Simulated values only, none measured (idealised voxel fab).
A process module follows: voxel self aligned contacts.
The cross-section on display is named cut; it measures 200 nm wide, and its cells are 5 nm squares.
When this document writes out a cross-section, it uses a grid of square cells and lists it as bands, beginning at the top and moving down, with a band standing for one or more rows of cells. Read a band's entry like this: the first values are the height of its top and the height of its bottom in nm, and what follows is the sequence of materials from left to right, each with its width in nm. Note that "empty" is empty space, and that a single material marked "edge to edge" reaches across the band from edge to edge. Below 0: as-received wafer, all one material; heights counted from there. Lowest band: no bottom, goes on down, written "0 -> down". Read "30->40" as a graded width: first number on top, second number at the bottom, same change between each pair of neighbouring rows. "remained the same" for a step: no cell of the cross-section changed in that step. Enclosed voids (no open way to top), threshold 8 cells or more, entry "Cavities, closed", notation width x height at distance, distance from left edge, nm. Whatever follows a step's settings on its line is a remark the simulator itself makes about that step. overlay nm: mask offset rightward from planned place, masked step; negative means leftward offset.

The planned process steps are enumerated hereunder:
- 1: RECEIVE [material Si]
- 2: OXIDIZE [depth nm 5]
- 3: DIRECTIONAL_DEP [material polySi] [thk nm 30]
- 4: DIRECTIONAL_DEP [material SiN] [thk nm 20]
- 5: DIRECTIONAL_DEP [material aC] [thk nm 15]
- 6: PATTERN [tone cover] [mask id GATE] [material resist] [width nm 25] [pitch nm 60] [thk nm 35] [overlay nm -10]
- 7: DIRECTIONAL_ETCH [etch materials aC] [depth nm 15]
- 8: STRIP [etch materials resist]
- 9: DIRECTIONAL_ETCH [etch materials SiN] [depth nm 20]
- 10: DIRECTIONAL_ETCH [etch materials polySi] [depth nm 30]
- 11: STRIP [etch materials aC]
- 12: CONFORMAL_DEP [material SiN] [thk nm 10]
- 13: DIRECTIONAL_ETCH [etch materials SiN] [depth nm 10]
- 14: FILL_DEP [material SiO2] [thk nm 20]
- 15: CMP [height nm 60]
- 16: PATTERN [tone open] [mask id CONTACT] [material resist] [width nm 45] [pitch nm 60] [thk nm 15] [overlay nm 0]
- 17: DIRECTIONAL_ETCH [etch materials SiO2] [depth nm 65]
- 18: STRIP [etch materials resist]
- 19: CONFORMAL_DEP [material TiN] [thk nm 5]
- 20: FILL_DEP [material Ru] [thk nm 10]
- 21: CMP [height nm 60]
- 22: CONFORMAL_DEP [material SiCN] [thk nm 5]
For clarity, it should be stated that the wafers under discussion commence in an identical condition and differ with respect to the overlay nm of step 6, the plan indicating the value that the first wafer had.

The first of several wafers, as received after step 1, seen in section:
  0 -> down = Si edge to edge
  Cavities, closed: none

Shown in cross-section: the first of several wafers at the end of the module, after its last step, step 22:
  65 -> 60 = SiCN edge to edge
  60 -> 50 = 45 SiO2, 5->10 TiN, 35->5 Ru, 5->30 TiN, 15 SiO2, 5->10 TiN, 35->5 Ru, 5->30 TiN, 50 SiO2
  50 -> 30 = 5 SiO2, 45 SiN, 5 TiN, 5 Ru, 5 TiN, 45 SiN, 5 TiN, 5 Ru, 5 TiN, 45 SiN, 30 SiO2
  30 -> 0 = 5 SiO2, 10 SiN, 25 polySi, 10 SiN, 5 TiN, 5 Ru, 5 TiN, 10 SiN, 25 polySi, 10 SiN, 5 TiN, 5 Ru, 5 TiN, 10 SiN, 25 polySi, 10 SiN, 30 SiO2
  0 -> -5 = 50 SiO2, 15 TiN, 45 SiO2, 15 TiN, 75 SiO2
  -5 -> down = Si edge to edge
  Cavities, closed: none

Cross-sectional view, end of module, last wafer of several:
  65 -> 60 = SiCN edge to edge
  60 -> 50 = 45 SiO2, 5->35 TiN, 35->5 Ru, 5 TiN, 15 SiO2, 5->35 TiN, 35->5 Ru, 5 TiN, 50 SiO2
  50 -> 30 = 30 SiO2, 45 SiN, 5 TiN, 5 Ru, 5 TiN, 45 SiN, 5 TiN, 5 Ru, 5 TiN, 45 SiN, 5 SiO2
  30 -> 0 = 30 SiO2, 10 SiN, 25 polySi, 10 SiN, 5 TiN, 5 Ru, 5 TiN, 10 SiN, 25 polySi, 10 SiN, 5 TiN, 5 Ru, 5 TiN, 10 SiN, 25 polySi, 10 SiN, 5 SiO2
  0 -> -5 = 75 SiO2, 15 TiN, 45 SiO2, 15 TiN, 50 SiO2
  -5 -> down = Si edge to edge
  Cavities, closed: none

Every row in this table is a wafer at the end of the module, and it gives, for each of the materials, the cells that wafer has gained (+) or lost (-) since it was received, then its closed voids:
overlay nm -10; +36 Ru; -40 Si; +40 SiCN; +180 SiN; +148 SiO2; +66 TiN; +90 polySi; Cavities, closed: none
overlay nm -5; +36 Ru; -40 Si; +40 SiCN; +180 SiN; +148 SiO2; +66 TiN; +90 polySi; Cavities, closed: none
overlay nm 0; +36 Ru; -40 Si; +40 SiCN; +180 SiN; +148 SiO2; +66 TiN; +90 polySi; Cavities, closed: none
overlay nm 5; +36 Ru; -40 Si; +40 SiCN; +180 SiN; +148 SiO2; +66 TiN; +90 polySi; Cavities, closed: none
overlay nm 10; +36 Ru; -40 Si; +40 SiCN; +180 SiN; +148 SiO2; +66 TiN; +90 polySi; Cavities, closed: none
overlay nm 15; +36 Ru; -40 Si; +40 SiCN; +180 SiN; +148 SiO2; +66 TiN; +90 polySi; Cavities, closed: none
